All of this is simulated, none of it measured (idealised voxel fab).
The process module that follows is named voxel air gaps.
Pictured: cross-section cut, 270 nm wide, on a grid of 5 nm square cells.
Just so we're on the same page, the cross-sections are grids of square cells, and they're listed out in bands top to bottom, each band one or more rows deep.
First you get the band's top height and its bottom height, in nm, and then the materials it's made of, left to right, with each width in nm. If you see a single material with "full width", that one covers the band edge to edge. "blank" is empty space.
Heights are expressed relative to 0, this being the level below which the as-received wafer comprises one material exclusively. The lowest band is unbounded in the downward direction and is denoted as in "from 0 down".
A width such as "30->40" changes by the same amount from each row of cells to the next, from the band's top row to its bottom row.
Key: "nothing changed" - step with no changed cell in the cross-section.
"Sealed internal cavities" contains a list of empty spaces, each no smaller than 8 cells and without an open way to the top, written in the form width x height at distance with the distance from the left edge and all three in nm.
That trailing text on a step's line, after the settings, is the simulator's own remark on the step.
overlay nm, on a step with a mask: how far to the right of its planned place the mask lay; to the left if negative

### Intended process steps
| 1 | RECEIVE with material Si |
| 2 | CONFORMAL_DEP with material SiO2, thk nm 15 |
| 3 | CONFORMAL_DEP with material SiCN, thk nm 5 |
| 4 | DIRECTIONAL_DEP with material SiO2, thk nm 30 |
| 5 | PATTERN with tone open, mask id LINES, material resist, width nm 25, pitch nm 50, thk nm 20, overlay nm 0 |
| 6 | DIRECTIONAL_ETCH with etch materials SiO2, depth nm 30 |
| 7 | STRIP with etch materials resist |
| 8 | CONFORMAL_DEP with material TiN, thk nm 5 |
| 9 | FILL_DEP with material Ru, thk nm 10 |
| 10 | CMP with height nm 50 |
| 11 | EPI with material Ru, thk nm 10 |
| 12 | SELECTIVE_ETCH with etch materials SiO2, depth nm 40 |
| 13 | CONFORMAL_DEP with material SiCN, thk nm 5 |

### As-received state of the wafer in cross-section, equivalent to post-step 1
- from 0 down = Si full width
- Sealed internal cavities: none

### Cross-section, end of module. Start: as above. Plan: as above. Execution: one mistake
- from 65 to 60 = SiCN full width
- from 60 to 50 = Ru 55 nm; SiCN 5 nm; Ru 45 nm; SiCN 5 nm; Ru 45 nm; SiCN 5 nm; Ru 45 nm; SiCN 5 nm; Ru 60 nm
- from 50 to 45 = Ru 40 nm; TiN 5 nm; SiCN 25 nm; TiN 5 nm; Ru 15 nm; TiN 5 nm; SiCN 25 nm; TiN 5 nm; Ru 15 nm; TiN 5 nm; SiCN 25 nm; TiN 5 nm; Ru 15 nm; TiN 5 nm; SiCN 25 nm; TiN 5 nm; Ru 45 nm
- from 45 to 25 = Ru 40 nm; TiN 5 nm; SiCN 5 nm; blank 15 nm; SiCN 5 nm; TiN 5 nm; Ru 15 nm; TiN 5 nm; SiCN 5 nm; blank 15 nm; SiCN 5 nm; TiN 5 nm; Ru 15 nm; TiN 5 nm; SiCN 5 nm; blank 15 nm; SiCN 5 nm; TiN 5 nm; Ru 15 nm; TiN 5 nm; SiCN 5 nm; blank 15 nm; SiCN 5 nm; TiN 5 nm; Ru 45 nm
- from 25 to 20 = TiN 45 nm; SiCN 25 nm; TiN 25 nm; SiCN 25 nm; TiN 25 nm; SiCN 25 nm; TiN 25 nm; SiCN 25 nm; TiN 50 nm
- from 20 to 15 = SiCN full width
- from 15 to 0 = SiO2 full width
- from 0 down = Si full width
- Sealed internal cavities: 15 x 20 at 50; 15 x 20 at 100; 15 x 20 at 150; 15 x 20 at 200
Short version of what went wrong: step 5 went in with a setting other than planned; the actual run was PATTERN with tone cover, mask id LINES, material resist, width nm 25, pitch nm 50, thk nm 20, overlay nm 0
